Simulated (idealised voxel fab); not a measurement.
process module | voxel wiring stack
cross-section cut | 245 nm wide | cells 5 nm
A cross-section is a grid of square cells, given in bands from the top down. A band is one or more rows of cells.
Each band's line starts with the height of the band's top and of its bottom, in nm. Then come its materials from left to right, each with its width in nm. One material with "throughout" fills the band from edge to edge. "air" is empty space.
Height 0 is the level under which the wafer as received is all one material. The lowest band goes on downwards, as in "0 down".
A width such as "30 to 40" changes by the same amount from each row of cells to the next, from the band's top row to its bottom row.
"no change" after a step means that no cell of the cross-section changed.
closed voids: empty space of 8 cells or more with no open way to the top, each as width x height at its distance from the left edge, in nm
after a step's settings: what the simulator itself notes on the step
overlay nm, on a step with a mask: how far to the right of its planned place the mask lay; to the left if negative
Each pair below shows a cross-section before one step and the cross-section after it, down to the lowest band that changed. The line under each pair gives the step between them, with its settings. The pairs can come from different runs of this module on the same starting wafer, so a pair continues from the pair above only where its "before" says so.
before
  155 to 135: SiO2 45 | air 20 | SiO2 25 | air 20 | SiO2 25 | air 20 | SiO2 25 | air 20 | SiO2 45
  135 to 120: SiO2 45 | air 15 | SiO2 30 | air 15 | SiO2 30 | air 15 | SiO2 30 | air 15 | SiO2 50
  120 to 115: SiCN 45 | air 15 | SiCN 30 | air 15 | SiCN 30 | air 15 | SiCN 30 | air 15 | SiCN 50
  115 to 105: lowk 45 | TiN 5 | Ru 10 | TiN 5 | lowk 25 | TiN 5 | Ru 10 | TiN 5 | lowk 25 | TiN 5 | Ru 10 | TiN 5 | lowk 25 | TiN 5 | Ru 10 | TiN 5 | lowk 45
  105 to 100: lowk 45 | TiN 5 | Ru 5 | TiN 10 | lowk 25 | TiN 5 | Ru 5 | TiN 10 | lowk 25 | TiN 5 | Ru 5 | TiN 10 | lowk 25 | TiN 5 | Ru 5 | TiN 10 | lowk 45
  100 to 85: lowk 45 | TiN 5 | Ru 5 | TiN 5 | lowk 30 | TiN 5 | Ru 5 | TiN 5 | lowk 30 | TiN 5 | Ru 5 | TiN 5 | lowk 30 | TiN 5 | Ru 5 | TiN 5 | lowk 50
  85 to 80: SiCN 45 | TiN 15 | SiCN 30 | TiN 15 | SiCN 30 | TiN 15 | SiCN 30 | TiN 15 | SiCN 50
  80 to 70: lowk 35 | TiN 5 | Ru 20 | TiN 5 | lowk 15 | TiN 5 | Ru 20 | TiN 5 | lowk 15 | TiN 5 | Ru 20 | TiN 5 | lowk 15 | TiN 5 | Ru 20 | TiN 5 | lowk 45
  70 to 65: lowk 35 | TiN 30 | lowk 15 | TiN 30 | lowk 15 | TiN 30 | lowk 15 | TiN 30 | lowk 45
  65 to 50: lowk 45 | TiN 5 | lowk 40 | TiN 5 | lowk 40 | TiN 5 | lowk 40 | TiN 5 | lowk 60
  50 to 45: SiCN 45 | TiN 5 | SiCN 40 | TiN 5 | SiCN 40 | TiN 5 | SiCN 40 | TiN 5 | SiCN 60
  45 to 40: SiCN 40 | Ru 30 | SiCN 15 | Ru 30 | SiCN 15 | Ru 30 | SiCN 15 | Ru 30 | SiCN 40
  40 to 20: SiO2 45 | TiN 5 | W 10 | TiN 5 | SiO2 25 | TiN 5 | W 10 | TiN 5 | SiO2 25 | TiN 5 | W 10 | TiN 5 | SiO2 25 | TiN 5 | W 10 | TiN 5 | SiO2 45
  20 to 15: SiN 45 | TiN 20 | SiN 25 | TiN 20 | SiN 25 | TiN 20 | SiN 25 | TiN 20 | SiN 45
  15 to 0: SiO2 throughout
  0 down: Si throughout
  closed voids: none
after
  160 to 155: TiN 50 | air 10 | TiN 35 | air 10 | TiN 35 | air 10 | TiN 35 | air 10 | TiN 50
  155 to 140: SiO2 45 | TiN 5 | air 10 | TiN 5 | SiO2 25 | TiN 5 | air 10 | TiN 5 | SiO2 25 | TiN 5 | air 10 | TiN 5 | SiO2 25 | TiN 5 | air 10 | TiN 5 | SiO2 45
  140 to 135: SiO2 45 | TiN 5 | air 5 | TiN 10 | SiO2 25 | TiN 5 | air 5 | TiN 10 | SiO2 25 | TiN 5 | air 5 | TiN 10 | SiO2 25 | TiN 5 | air 5 | TiN 10 | SiO2 45
  135 to 120: SiO2 45 | TiN 5 | air 5 | TiN 5 | SiO2 30 | TiN 5 | air 5 | TiN 5 | SiO2 30 | TiN 5 | air 5 | TiN 5 | SiO2 30 | TiN 5 | air 5 | TiN 5 | SiO2 50
  120 to 115: SiCN 45 | TiN 15 | SiCN 30 | TiN 15 | SiCN 30 | TiN 15 | SiCN 30 | TiN 15 | SiCN 50
  below 115: unchanged
  closed voids: none
the step between: op CONFORMAL_DEP | material TiN | thk nm 5
before: the cross-section after the pair above
after
  165 to 160: Cu throughout
  160 to 155: TiN 50 | Cu 10 | TiN 35 | Cu 10 | TiN 35 | Cu 10 | TiN 35 | Cu 10 | TiN 50
  155 to 140: SiO2 45 | TiN 5 | Cu 10 | TiN 5 | SiO2 25 | TiN 5 | Cu 10 | TiN 5 | SiO2 25 | TiN 5 | Cu 10 | TiN 5 | SiO2 25 | TiN 5 | Cu 10 | TiN 5 | SiO2 45
  140 to 135: SiO2 45 | TiN 5 | Cu 5 | TiN 10 | SiO2 25 | TiN 5 | Cu 5 | TiN 10 | SiO2 25 | TiN 5 | Cu 5 | TiN 10 | SiO2 25 | TiN 5 | Cu 5 | TiN 10 | SiO2 45
  135 to 120: SiO2 45 | TiN 5 | Cu 5 | TiN 5 | SiO2 30 | TiN 5 | Cu 5 | TiN 5 | SiO2 30 | TiN 5 | Cu 5 | TiN 5 | SiO2 30 | TiN 5 | Cu 5 | TiN 5 | SiO2 50
  below 120: unchanged
  closed voids: none
the step between: op FILL_DEP | material Cu | thk nm 5
before: the cross-section after the pair above
after
  155 to 140: SiO2 45 | TiN 5 | Cu 10 | TiN 5 | SiO2 25 | TiN 5 | Cu 10 | TiN 5 | SiO2 25 | TiN 5 | Cu 10 | TiN 5 | SiO2 25 | TiN 5 | Cu 10 | TiN 5 | SiO2 45
  below 140: unchanged
  closed voids: none
the step between: op CMP | height nm 155
before: the cross-section after the pair above
after
  160 to 155: SiN throughout
  below 155: unchanged
  closed voids: none
the step between: op CONFORMAL_DEP | material SiN | thk nm 5
before
  0 down: Si throughout
  closed voids: none
after
  15 to 0: Cu throughout
  below 0: unchanged
  closed voids: none
the step between: op CONFORMAL_DEP | material Cu | thk nm 15
before: the cross-section after the pair above
after
  20 to 15: SiN throughout
  below 15: unchanged
  closed voids: none
the step between: op CONFORMAL_DEP | material SiN | thk nm 5
before: the cross-section after the pair above
after
  40 to 20: SiO2 throughout
  below 20: unchanged
  closed voids: none
the step between: op DIRECTIONAL_DEP | material SiO2 | thk nm 20
before: the cross-section after the pair above
after
  55 to 40: aC throughout
  below 40: unchanged
  closed voids: none
the step between: op DIRECTIONAL_DEP | material aC | thk nm 15
before: the cross-section after the pair above
after
  85 to 55: resist 45 | air 20 | resist 25 | air 20 | resist 25 | air 20 | resist 25 | air 20 | resist 45
  below 55: unchanged
  closed voids: none
the step between: op PATTERN | tone open | mask id METAL_1 | material resist | width nm 20 | pitch nm 45 | thk nm 30 | overlay nm 0
before: the cross-section after the pair above
after
  70 to 55: resist 45 | air 20 | resist 25 | air 20 | resist 25 | air 20 | resist 25 | air 20 | resist 45
  55 to 40: aC 45 | air 20 | aC 25 | air 20 | aC 25 | air 20 | aC 25 | air 20 | aC 45
  below 40: unchanged
  closed voids: none
the step between: op DIRECTIONAL_ETCH | etch materials aC | depth nm 15
before: the cross-section after the pair above
after
  55 to 40: aC 45 | air 20 | aC 25 | air 20 | aC 25 | air 20 | aC 25 | air 20 | aC 45
  below 40: unchanged
  closed voids: none
the step between: op STRIP | etch materials resist
before: the cross-section after the pair above
after
  55 to 40: aC 45 | air 20 | aC 25 | air 20 | aC 25 | air 20 | aC 25 | air 20 | aC 45
  40 to 20: SiO2 45 | air 20 | SiO2 25 | air 20 | SiO2 25 | air 20 | SiO2 25 | air 20 | SiO2 45
  below 20: unchanged
  closed voids: none
the step between: op DIRECTIONAL_ETCH | etch materials SiO2 | depth nm 20
before: the cross-section after the pair above
after
  55 to 40: aC 45 | air 20 | aC 25 | air 20 | aC 25 | air 20 | aC 25 | air 20 | aC 45
  40 to 20: SiO2 45 | air 20 | SiO2 25 | air 20 | SiO2 25 | air 20 | SiO2 25 | air 20 | SiO2 45
  20 to 15: SiN 45 | air 20 | SiN 25 | air 20 | SiN 25 | air 20 | SiN 25 | air 20 | SiN 45
  below 15: unchanged
  closed voids: none
the step between: op DIRECTIONAL_ETCH | etch materials SiN | depth nm 5
before: the cross-section after the pair above
after
  40 to 20: SiO2 45 | air 20 | SiO2 25 | air 20 | SiO2 25 | air 20 | SiO2 25 | air 20 | SiO2 45
  below 20: unchanged
  closed voids: none
the step between: op STRIP | etch materials aC
before: the cross-section after the pair above
after
  45 to 40: TiN 50 | air 10 | TiN 35 | air 10 | TiN 35 | air 10 | TiN 35 | air 10 | TiN 50
  40 to 20: SiO2 45 | TiN 5 | air 10 | TiN 5 | SiO2 25 | TiN 5 | air 10 | TiN 5 | SiO2 25 | TiN 5 | air 10 | TiN 5 | SiO2 25 | TiN 5 | air 10 | TiN 5 | SiO2 45
  20 to 15: SiN 45 | TiN 20 | SiN 25 | TiN 20 | SiN 25 | TiN 20 | SiN 25 | TiN 20 | SiN 45
  below 15: unchanged
  closed voids: none
the step between: op CONFORMAL_DEP | material TiN | thk nm 5
before: the cross-section after the pair above
after
  55 to 45: W throughout
  45 to 40: TiN 50 | W 10 | TiN 35 | W 10 | TiN 35 | W 10 | TiN 35 | W 10 | TiN 50
  40 to 20: SiO2 45 | TiN 5 | W 10 | TiN 5 | SiO2 25 | TiN 5 | W 10 | TiN 5 | SiO2 25 | TiN 5 | W 10 | TiN 5 | SiO2 25 | TiN 5 | W 10 | TiN 5 | SiO2 45
  below 20: unchanged
  closed voids: none
the step between: op FILL_DEP | material W | thk nm 10
before: the cross-section after the pair above
after
  40 to 20: SiO2 45 | TiN 5 | W 10 | TiN 5 | SiO2 25 | TiN 5 | W 10 | TiN 5 | SiO2 25 | TiN 5 | W 10 | TiN 5 | SiO2 25 | TiN 5 | W 10 | TiN 5 | SiO2 45
  below 20: unchanged
  closed voids: none
the step between: op CMP | height nm 40
before: the cross-section after the pair above
after
  45 to 40: air 40 | Ru 30 | air 15 | Ru 30 | air 15 | Ru 30 | air 15 | Ru 30 | air 40
  below 40: unchanged
  closed voids: none
the step between: op EPI | material Ru | thk nm 5
before: the cross-section after the pair above
after
  50 to 45: SiCN throughout
  45 to 40: SiCN 40 | Ru 30 | SiCN 15 | Ru 30 | SiCN 15 | Ru 30 | SiCN 15 | Ru 30 | SiCN 40
  below 40: unchanged
  closed voids: none
the step between: op FILL_DEP | material SiCN | thk nm 5
before: the cross-section after the pair above
after
  80 to 50: lowk throughout
  below 50: unchanged
  closed voids: none
the step between: op DIRECTIONAL_DEP | material lowk | thk nm 30
before: the cross-section after the pair above
after
  95 to 80: resist 45 | air 20 | resist 25 | air 20 | resist 25 | air 20 | resist 25 | air 20 | resist 45
  below 80: unchanged
  closed voids: none
the step between: op PATTERN | tone open | mask id METAL_2 | material resist | width nm 20 | pitch nm 45 | thk nm 15 | overlay nm 0
before: the cross-section after the pair above
after
  95 to 80: resist 45 | air 20 | resist 25 | air 20 | resist 25 | air 20 | resist 25 | air 20 | resist 45
  80 to 65: lowk 45 | air 20 | lowk 25 | air 20 | lowk 25 | air 20 | lowk 25 | air 20 | lowk 45
  below 65: unchanged
  closed voids: none
the step between: op DIRECTIONAL_ETCH | etch materials lowk | depth nm 15
before: the cross-section after the pair above
after
  80 to 65: lowk 45 | air 20 | lowk 25 | air 20 | lowk 25 | air 20 | lowk 25 | air 20 | lowk 45
  below 65: unchanged
  closed voids: none
the step between: op STRIP | etch materials resist
before: the cross-section after the pair above
after
  90 to 80: aC 45 | air 20 | aC 25 | air 20 | aC 25 | air 20 | aC 25 | air 20 | aC 45
  80 to 75: lowk 45 | air 20 | lowk 25 | air 20 | lowk 25 | air 20 | lowk 25 | air 20 | lowk 45
  75 to 65: lowk 45 | aC 20 | lowk 25 | aC 20 | lowk 25 | aC 20 | lowk 25 | aC 20 | lowk 45
  below 65: unchanged
  closed voids: none
the step between: op DIRECTIONAL_DEP | material aC | thk nm 10
before: the cross-section after the pair above
after
  120 to 90: resist 45 | air 15 | resist 30 | air 15 | resist 30 | air 15 | resist 30 | air 15 | resist 50
  90 to 80: aC 45 | air 15 | resist 5 | aC 25 | air 15 | resist 5 | aC 25 | air 15 | resist 5 | aC 25 | air 15 | resist 5 | aC 45
  80 to 75: lowk 45 | air 15 | resist 5 | lowk 25 | air 15 | resist 5 | lowk 25 | air 15 | resist 5 | lowk 25 | air 15 | resist 5 | lowk 45
  below 75: unchanged
  closed voids: none
the step between: op PATTERN | tone open | mask id METAL_2_HOLES | material resist | width nm 15 | pitch nm 45 | thk nm 30 | overlay nm 0
before: the cross-section after the pair above
after
  110 to 90: resist 45 | air 15 | resist 30 | air 15 | resist 30 | air 15 | resist 30 | air 15 | resist 50
  90 to 80: aC 45 | air 15 | resist 5 | aC 25 | air 15 | resist 5 | aC 25 | air 15 | resist 5 | aC 25 | air 15 | resist 5 | aC 45
  80 to 75: lowk 45 | air 15 | resist 5 | lowk 25 | air 15 | resist 5 | lowk 25 | air 15 | resist 5 | lowk 25 | air 15 | resist 5 | lowk 45
  75 to 65: lowk 45 | air 15 | aC 5 | lowk 25 | air 15 | aC 5 | lowk 25 | air 15 | aC 5 | lowk 25 | air 15 | aC 5 | lowk 45
  below 65: unchanged
  closed voids: none
the step between: op DIRECTIONAL_ETCH | etch materials aC | depth nm 10
before: the cross-section after the pair above
after
  90 to 80: aC 45 | air 20 | aC 25 | air 20 | aC 25 | air 20 | aC 25 | air 20 | aC 45
  80 to 75: lowk 45 | air 20 | lowk 25 | air 20 | lowk 25 | air 20 | lowk 25 | air 20 | lowk 45
  below 75: unchanged
  closed voids: none
the step between: op STRIP | etch materials resist
before: the cross-section after the pair above
after
  90 to 80: aC 45 | air 20 | aC 25 | air 20 | aC 25 | air 20 | aC 25 | air 20 | aC 45
  80 to 75: lowk 45 | air 20 | lowk 25 | air 20 | lowk 25 | air 20 | lowk 25 | air 20 | lowk 45
  75 to 65: lowk 45 | air 15 | aC 5 | lowk 25 | air 15 | aC 5 | lowk 25 | air 15 | aC 5 | lowk 25 | air 15 | aC 5 | lowk 45
  65 to 50: lowk 45 | air 15 | lowk 30 | air 15 | lowk 30 | air 15 | lowk 30 | air 15 | lowk 50
  below 50: unchanged
  closed voids: none
the step between: op DIRECTIONAL_ETCH | etch materials lowk | depth nm 15
before: the cross-section after the pair above
after
  90 to 80: aC 45 | air 20 | aC 25 | air 20 | aC 25 | air 20 | aC 25 | air 20 | aC 45
  80 to 75: lowk 45 | air 20 | lowk 25 | air 20 | lowk 25 | air 20 | lowk 25 | air 20 | lowk 45
  75 to 65: lowk 45 | air 15 | aC 5 | lowk 25 | air 15 | aC 5 | lowk 25 | air 15 | aC 5 | lowk 25 | air 15 | aC 5 | lowk 45
  65 to 50: lowk 45 | air 15 | lowk 30 | air 15 | lowk 30 | air 15 | lowk 30 | air 15 | lowk 50
  50 to 45: SiCN 45 | air 15 | SiCN 30 | air 15 | SiCN 30 | air 15 | SiCN 30 | air 15 | SiCN 50
  below 45: unchanged
  closed voids: none
the step between: op DIRECTIONAL_ETCH | etch materials SiCN | depth nm 5
before: the cross-section after the pair above
after
  80 to 65: lowk 45 | air 20 | lowk 25 | air 20 | lowk 25 | air 20 | lowk 25 | air 20 | lowk 45
  below 65: unchanged
  closed voids: none
the step between: op STRIP | etch materials aC
before: the cross-section after the pair above
after
  85 to 80: TiN 50 | air 10 | TiN 35 | air 10 | TiN 35 | air 10 | TiN 35 | air 10 | TiN 50
  80 to 70: lowk 45 | TiN 5 | air 10 | TiN 5 | lowk 25 | TiN 5 | air 10 | TiN 5 | lowk 25 | TiN 5 | air 10 | TiN 5 | lowk 25 | TiN 5 | air 10 | TiN 5 | lowk 45
  70 to 65: lowk 45 | TiN 5 | air 5 | TiN 10 | lowk 25 | TiN 5 | air 5 | TiN 10 | lowk 25 | TiN 5 | air 5 | TiN 10 | lowk 25 | TiN 5 | air 5 | TiN 10 | lowk 45
  65 to 50: lowk 45 | TiN 5 | air 5 | TiN 5 | lowk 30 | TiN 5 | air 5 | TiN 5 | lowk 30 | TiN 5 | air 5 | TiN 5 | lowk 30 | TiN 5 | air 5 | TiN 5 | lowk 50
  50 to 45: SiCN 45 | TiN 15 | SiCN 30 | TiN 15 | SiCN 30 | TiN 15 | SiCN 30 | TiN 15 | SiCN 50
  below 45: unchanged
  closed voids: none
the step between: op CONFORMAL_DEP | material TiN | thk nm 5
before: the cross-section after the pair above
after
  90 to 85: Ru throughout
  85 to 80: TiN 50 | Ru 10 | TiN 35 | Ru 10 | TiN 35 | Ru 10 | TiN 35 | Ru 10 | TiN 50
  80 to 70: lowk 45 | TiN 5 | Ru 10 | TiN 5 | lowk 25 | TiN 5 | Ru 10 | TiN 5 | lowk 25 | TiN 5 | Ru 10 | TiN 5 | lowk 25 | TiN 5 | Ru 10 | TiN 5 | lowk 45
  70 to 65: lowk 45 | TiN 5 | Ru 5 | TiN 10 | lowk 25 | TiN 5 | Ru 5 | TiN 10 | lowk 25 | TiN 5 | Ru 5 | TiN 10 | lowk 25 | TiN 5 | Ru 5 | TiN 10 | lowk 45
  65 to 50: lowk 45 | TiN 5 | Ru 5 | TiN 5 | lowk 30 | TiN 5 | Ru 5 | TiN 5 | lowk 30 | TiN 5 | Ru 5 | TiN 5 | lowk 30 | TiN 5 | Ru 5 | TiN 5 | lowk 50
  below 50: unchanged
  closed voids: none
the step between: op FILL_DEP | material Ru | thk nm 5
before: the cross-section after the pair above
after
  80 to 70: lowk 45 | TiN 5 | Ru 10 | TiN 5 | lowk 25 | TiN 5 | Ru 10 | TiN 5 | lowk 25 | TiN 5 | Ru 10 | TiN 5 | lowk 25 | TiN 5 | Ru 10 | TiN 5 | lowk 45
  below 70: unchanged
  closed voids: none
the step between: op CMP | height nm 80
before: the cross-section after the pair above
after
  85 to 80: SiCN throughout
  below 80: unchanged
  closed voids: none
the step between: op CONFORMAL_DEP | material SiCN | thk nm 5
before: the cross-section after the pair above
after
  115 to 85: lowk throughout
  below 85: unchanged
  closed voids: none
the step between: op DIRECTIONAL_DEP | material lowk | thk nm 30
before: the cross-section after the pair above
after
  115 to 85: lowk 45 | air 15 | lowk 30 | air 15 | lowk 30 | air 15 | lowk 30 | air 15 | lowk 50
  below 85: unchanged
  closed voids: none
the step between: op MASKED_ETCH | tone open | mask id METAL_3_HOLES | width nm 15 | pitch nm 45 | etch materials lowk | depth nm 30 | overlay nm 0
before: the cross-section after the pair above
after
  115 to 100: lowk 45 | air 20 | lowk 25 | air 20 | lowk 25 | air 20 | lowk 25 | air 20 | lowk 45
  below 100: unchanged
  closed voids: none
the step between: op MASKED_ETCH | tone open | mask id METAL_3 | width nm 20 | pitch nm 45 | etch materials lowk | depth nm 15 | overlay nm 0
before: the cross-section after the pair above
after
  115 to 100: lowk 45 | air 20 | lowk 25 | air 20 | lowk 25 | air 20 | lowk 25 | air 20 | lowk 45
  100 to 85: lowk 45 | air 15 | lowk 30 | air 15 | lowk 30 | air 15 | lowk 30 | air 15 | lowk 50
  85 to 80: SiCN 45 | air 15 | SiCN 30 | air 15 | SiCN 30 | air 15 | SiCN 30 | air 15 | SiCN 50
  below 80: unchanged
  closed voids: none
the step between: op MASKED_ETCH | tone open | mask id METAL_3 | width nm 20 | pitch nm 45 | etch materials SiCN | depth nm 5 | overlay nm 0
before: the cross-section after the pair above
after
  120 to 115: TiN 50 | air 10 | TiN 35 | air 10 | TiN 35 | air 10 | TiN 35 | air 10 | TiN 50
  115 to 105: lowk 45 | TiN 5 | air 10 | TiN 5 | lowk 25 | TiN 5 | air 10 | TiN 5 | lowk 25 | TiN 5 | air 10 | TiN 5 | lowk 25 | TiN 5 | air 10 | TiN 5 | lowk 45
  105 to 100: lowk 45 | TiN 5 | air 5 | TiN 10 | lowk 25 | TiN 5 | air 5 | TiN 10 | lowk 25 | TiN 5 | air 5 | TiN 10 | lowk 25 | TiN 5 | air 5 | TiN 10 | lowk 45
  100 to 85: lowk 45 | TiN 5 | air 5 | TiN 5 | lowk 30 | TiN 5 | air 5 | TiN 5 | lowk 30 | TiN 5 | air 5 | TiN 5 | lowk 30 | TiN 5 | air 5 | TiN 5 | lowk 50
  85 to 80: SiCN 45 | TiN 15 | SiCN 30 | TiN 15 | SiCN 30 | TiN 15 | SiCN 30 | TiN 15 | SiCN 50
  below 80: unchanged
  closed voids: none
the step between: op CONFORMAL_DEP | material TiN | thk nm 5
before: the cross-section after the pair above
after
  130 to 120: Ru throughout
  120 to 115: TiN 50 | Ru 10 | TiN 35 | Ru 10 | TiN 35 | Ru 10 | TiN 35 | Ru 10 | TiN 50
  115 to 105: lowk 45 | TiN 5 | Ru 10 | TiN 5 | lowk 25 | TiN 5 | Ru 10 | TiN 5 | lowk 25 | TiN 5 | Ru 10 | TiN 5 | lowk 25 | TiN 5 | Ru 10 | TiN 5 | lowk 45
  105 to 100: lowk 45 | TiN 5 | Ru 5 | TiN 10 | lowk 25 | TiN 5 | Ru 5 | TiN 10 | lowk 25 | TiN 5 | Ru 5 | TiN 10 | lowk 25 | TiN 5 | Ru 5 | TiN 10 | lowk 45
  100 to 85: lowk 45 | TiN 5 | Ru 5 | TiN 5 | lowk 30 | TiN 5 | Ru 5 | TiN 5 | lowk 30 | TiN 5 | Ru 5 | TiN 5 | lowk 30 | TiN 5 | Ru 5 | TiN 5 | lowk 50
  below 85: unchanged
  closed voids: none
the step between: op FILL_DEP | material Ru | thk nm 10
before: the cross-section after the pair above
after
  115 to 105: lowk 45 | TiN 5 | Ru 10 | TiN 5 | lowk 25 | TiN 5 | Ru 10 | TiN 5 | lowk 25 | TiN 5 | Ru 10 | TiN 5 | lowk 25 | TiN 5 | Ru 10 | TiN 5 | lowk 45
  below 105: unchanged
  closed voids: none
the step between: op CMP | height nm 115
before: the cross-section after the pair above
after
  120 to 115: SiCN throughout
  below 115: unchanged
  closed voids: none
the step between: op CONFORMAL_DEP | material SiCN | thk nm 5
before: the cross-section after the pair above
after
  155 to 120: SiO2 throughout
  below 120: unchanged
  closed voids: none
the step between: op DIRECTIONAL_DEP | material SiO2 | thk nm 35
before: the cross-section after the pair above
after
  165 to 155: aC throughout
  below 155: unchanged
  closed voids: none
the step between: op DIRECTIONAL_DEP | material aC | thk nm 10
before: the cross-section after the pair above
after
  190 to 165: resist 45 | air 20 | resist 25 | air 20 | resist 25 | air 20 | resist 25 | air 20 | resist 45
  below 165: unchanged
  closed voids: none
the step between: op PATTERN | tone open | mask id METAL_4 | material resist | width nm 20 | pitch nm 45 | thk nm 25 | overlay nm 0
before: the cross-section after the pair above
after
  180 to 165: resist 45 | air 20 | resist 25 | air 20 | resist 25 | air 20 | resist 25 | air 20 | resist 45
  165 to 155: aC 45 | air 20 | aC 25 | air 20 | aC 25 | air 20 | aC 25 | air 20 | aC 45
  below 155: unchanged
  closed voids: none
the step between: op DIRECTIONAL_ETCH | etch materials aC | depth nm 10
before: the cross-section after the pair above
after
  165 to 155: aC 45 | air 20 | aC 25 | air 20 | aC 25 | air 20 | aC 25 | air 20 | aC 45
  below 155: unchanged
  closed voids: none
the step between: op STRIP | etch materials resist
before: the cross-section after the pair above
after
  165 to 155: aC 45 | air 20 | aC 25 | air 20 | aC 25 | air 20 | aC 25 | air 20 | aC 45
  155 to 135: SiO2 45 | air 20 | SiO2 25 | air 20 | SiO2 25 | air 20 | SiO2 25 | air 20 | SiO2 45
  below 135: unchanged
  closed voids: none
the step between: op DIRECTIONAL_ETCH | etch materials SiO2 | depth nm 20
before: the cross-section after the pair above
after
  155 to 135: SiO2 45 | air 20 | SiO2 25 | air 20 | SiO2 25 | air 20 | SiO2 25 | air 20 | SiO2 45
  below 135: unchanged
  closed voids: none
the step between: op STRIP | etch materials aC
before: the cross-section after the pair above
after
  155 to 135: SiO2 45 | air 20 | SiO2 25 | air 20 | SiO2 25 | air 20 | SiO2 25 | air 20 | SiO2 45
  135 to 120: SiO2 45 | air 15 | SiO2 30 | air 15 | SiO2 30 | air 15 | SiO2 30 | air 15 | SiO2 50
  below 120: unchanged
  closed voids: none
the step between: op MASKED_ETCH | tone open | mask id METAL_4_HOLES | width nm 15 | pitch nm 45 | etch materials SiO2 | depth nm 15 | overlay nm 0
before: the cross-section after the pair above
after
  155 to 135: SiO2 45 | air 20 | SiO2 25 | air 20 | SiO2 25 | air 20 | SiO2 25 | air 20 | SiO2 45
  135 to 120: SiO2 45 | air 15 | SiO2 30 | air 15 | SiO2 30 | air 15 | SiO2 30 | air 15 | SiO2 50
  120 to 115: SiCN 45 | air 15 | SiCN 30 | air 15 | SiCN 30 | air 15 | SiCN 30 | air 15 | SiCN 50
  below 115: unchanged
  closed voids: none
the step between: op MASKED_ETCH | tone open | mask id METAL_4_HOLES | width nm 15 | pitch nm 45 | etch materials SiCN | depth nm 5 | overlay nm 0
before: the cross-section after the pair above
after
  160 to 155: TiN 50 | air 10 | TiN 35 | air 10 | TiN 35 | air 10 | TiN 35 | air 10 | TiN 50
  155 to 140: SiO2 45 | TiN 5 | air 10 | TiN 5 | SiO2 25 | TiN 5 | air 10 | TiN 5 | SiO2 25 | TiN 5 | air 10 | TiN 5 | SiO2 25 | TiN 5 | air 10 | TiN 5 | SiO2 45
  140 to 135: SiO2 45 | TiN 5 | air 5 | TiN 10 | SiO2 25 | TiN 5 | air 5 | TiN 10 | SiO2 25 | TiN 5 | air 5 | TiN 10 | SiO2 25 | TiN 5 | air 5 | TiN 10 | SiO2 45
  135 to 120: SiO2 45 | TiN 5 | air 5 | TiN 5 | SiO2 30 | TiN 5 | air 5 | TiN 5 | SiO2 30 | TiN 5 | air 5 | TiN 5 | SiO2 30 | TiN 5 | air 5 | TiN 5 | SiO2 50
  120 to 115: SiCN 45 | TiN 15 | SiCN 30 | TiN 15 | SiCN 30 | TiN 15 | SiCN 30 | TiN 15 | SiCN 50
  below 115: unchanged
  closed voids: none
the step between: op CONFORMAL_DEP | material TiN | thk nm 5
before: the cross-section after the pair above
after
  165 to 160: Cu throughout
  160 to 155: TiN 50 | Cu 10 | TiN 35 | Cu 10 | TiN 35 | Cu 10 | TiN 35 | Cu 10 | TiN 50
  155 to 140: SiO2 45 | TiN 5 | Cu 10 | TiN 5 | SiO2 25 | TiN 5 | Cu 10 | TiN 5 | SiO2 25 | TiN 5 | Cu 10 | TiN 5 | SiO2 25 | TiN 5 | Cu 10 | TiN 5 | SiO2 45
  140 to 135: SiO2 45 | TiN 5 | Cu 5 | TiN 10 | SiO2 25 | TiN 5 | Cu 5 | TiN 10 | SiO2 25 | TiN 5 | Cu 5 | TiN 10 | SiO2 25 | TiN 5 | Cu 5 | TiN 10 | SiO2 45
  135 to 120: SiO2 45 | TiN 5 | Cu 5 | TiN 5 | SiO2 30 | TiN 5 | Cu 5 | TiN 5 | SiO2 30 | TiN 5 | Cu 5 | TiN 5 | SiO2 30 | TiN 5 | Cu 5 | TiN 5 | SiO2 50
  below 120: unchanged
  closed voids: none
the step between: op FILL_DEP | material Cu | thk nm 5
before: the cross-section after the pair above
after
  155 to 140: SiO2 45 | TiN 5 | Cu 10 | TiN 5 | SiO2 25 | TiN 5 | Cu 10 | TiN 5 | SiO2 25 | TiN 5 | Cu 10 | TiN 5 | SiO2 25 | TiN 5 | Cu 10 | TiN 5 | SiO2 45
  below 140: unchanged
  closed voids: none
the step between: op CMP | height nm 155
before: the cross-section after the pair above
after
  160 to 155: SiN throughout
  below 155: unchanged
  closed voids: none
the step between: op CONFORMAL_DEP | material SiN | thk nm 5
before
  115 to 85: lowk 45 | air 15 | lowk 30 | air 15 | lowk 30 | air 15 | lowk 30 | air 15 | lowk 50
  85 to 80: SiCN throughout
  80 to 70: lowk 45 | TiN 5 | Ru 10 | TiN 5 | lowk 25 | TiN 5 | Ru 10 | TiN 5 | lowk 25 | TiN 5 | Ru 10 | TiN 5 | lowk 25 | TiN 5 | Ru 10 | TiN 5 | lowk 45
  70 to 65: lowk 45 | TiN 5 | Ru 5 | TiN 10 | lowk 25 | TiN 5 | Ru 5 | TiN 10 | lowk 25 | TiN 5 | Ru 5 | TiN 10 | lowk 25 | TiN 5 | Ru 5 | TiN 10 | lowk 45
  65 to 50: lowk 45 | TiN 5 | Ru 5 | TiN 5 | lowk 30 | TiN 5 | Ru 5 | TiN 5 | lowk 30 | TiN 5 | Ru 5 | TiN 5 | lowk 30 | TiN 5 | Ru 5 | TiN 5 | lowk 50
  50 to 45: SiCN 45 | TiN 15 | SiCN 30 | TiN 15 | SiCN 30 | TiN 15 | SiCN 30 | TiN 15 | SiCN 50
  45 to 40: SiCN 40 | Ru 30 | SiCN 15 | Ru 30 | SiCN 15 | Ru 30 | SiCN 15 | Ru 30 | SiCN 40
  40 to 20: SiO2 45 | TiN 5 | W 10 | TiN 5 | SiO2 25 | TiN 5 | W 10 | TiN 5 | SiO2 25 | TiN 5 | W 10 | TiN 5 | SiO2 25 | TiN 5 | W 10 | TiN 5 | SiO2 45
  20 to 15: SiN 45 | TiN 20 | SiN 25 | TiN 20 | SiN 25 | TiN 20 | SiN 25 | TiN 20 | SiN 45
  15 to 0: SiO2 throughout
  0 down: Si throughout
  closed voids: none
after
  115 to 100: air 60 | lowk 5 | air 40 | lowk 5 | air 40 | lowk 5 | air 40 | lowk 5 | air 45
  below 100: unchanged
  closed voids: none
the step between: op MASKED_ETCH | tone cover | mask id METAL_3 | width nm 20 | pitch nm 45 | etch materials lowk | depth nm 15 | overlay nm 0
before: the cross-section after the pair above
after
  115 to 100: air 60 | lowk 5 | air 40 | lowk 5 | air 40 | lowk 5 | air 40 | lowk 5 | air 45
  100 to 85: lowk 45 | air 15 | lowk 30 | air 15 | lowk 30 | air 15 | lowk 30 | air 15 | lowk 50
  85 to 80: SiCN 45 | air 15 | SiCN 30 | air 15 | SiCN 30 | air 15 | SiCN 30 | air 15 | SiCN 50
  below 80: unchanged
  closed voids: none
the step between: op MASKED_ETCH | tone open | mask id METAL_3 | width nm 20 | pitch nm 45 | etch materials SiCN | depth nm 5 | overlay nm 0
